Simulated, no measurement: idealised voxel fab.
process module | voxel self aligned contacts
cross-section cut | 285 nm wide | cells 5 nm
A cross-section is a grid of square cells, given in bands from the top down. A band is one or more rows of cells.
Each band's line starts with the height of the band's top and of its bottom, in nm. Then come its materials from left to right, each with its width in nm. One material with "throughout" fills the band from edge to edge. "air" is empty space.
Height 0 is the level under which the wafer as received is all one material. The lowest band goes on downwards, as in "0 down".
A width such as "30 to 40" changes by the same amount from each row of cells to the next, from the band's top row to its bottom row.
"no change" after a step means that no cell of the cross-section changed.
closed voids: empty space of 8 cells or more with no open way to the top, each as width x height at its distance from the left edge, in nm
after a step's settings: what the simulator itself notes on the step
overlay nm, on a step with a mask: how far to the right of its planned place the mask lay; to the left if negative
plan
1 op RECEIVE | material Si
2 op OXIDIZE | depth nm 5
3 op DIRECTIONAL_DEP | material polySi | thk nm 30
4 op DIRECTIONAL_DEP | material SiN | thk nm 25
5 op PATTERN | tone cover | mask id GATE | material resist | width nm 35 | pitch nm 75 | thk nm 20 | overlay nm 0
6 op DIRECTIONAL_ETCH | etch materials SiN | depth nm 25
7 op DIRECTIONAL_ETCH | etch materials polySi | depth nm 30
8 op STRIP | etch materials resist
9 op CONFORMAL_DEP | material SiN | thk nm 10
10 op DIRECTIONAL_ETCH | etch materials SiN | depth nm 10
11 op FILL_DEP | material SiO2 | thk nm 20
12 op CMP | height nm 65
13 op PATTERN | tone open | mask id CONTACT | material resist | width nm 40 | pitch nm 75 | thk nm 15 | overlay nm 0
14 op DIRECTIONAL_ETCH | etch materials SiO2 | depth nm 70
15 op STRIP | etch materials resist
16 op CONFORMAL_DEP | material TiN | thk nm 5
17 op FILL_DEP | material W | thk nm 10
18 op CMP | height nm 65
19 op CONFORMAL_DEP | material SiN | thk nm 5
varied across the wafers: width nm of step 13. The plan shows the first wafer's value. All wafers start alike
first wafer as received, after step 1
  0 down: Si throughout
  closed voids: none
each wafer at the end: cells of each material gained (+) or lost (-) since it was received, then its closed voids
width nm 40 | -57 Si | +294 SiN | +307 SiO2 | +68 TiN | +60 W | +126 polySi | closed voids: none
width nm 45 | -57 Si | +294 SiN | +303 SiO2 | +70 TiN | +62 W | +126 polySi | closed voids: none
width nm 50 | -57 Si | +294 SiN | +299 SiO2 | +72 TiN | +64 W | +126 polySi | closed voids: none
width nm 55 | -57 Si | +294 SiN | +295 SiO2 | +74 TiN | +66 W | +126 polySi | closed voids: none
width nm 60 | -57 Si | +294 SiN | +291 SiO2 | +76 TiN | +68 W | +126 polySi | closed voids: none
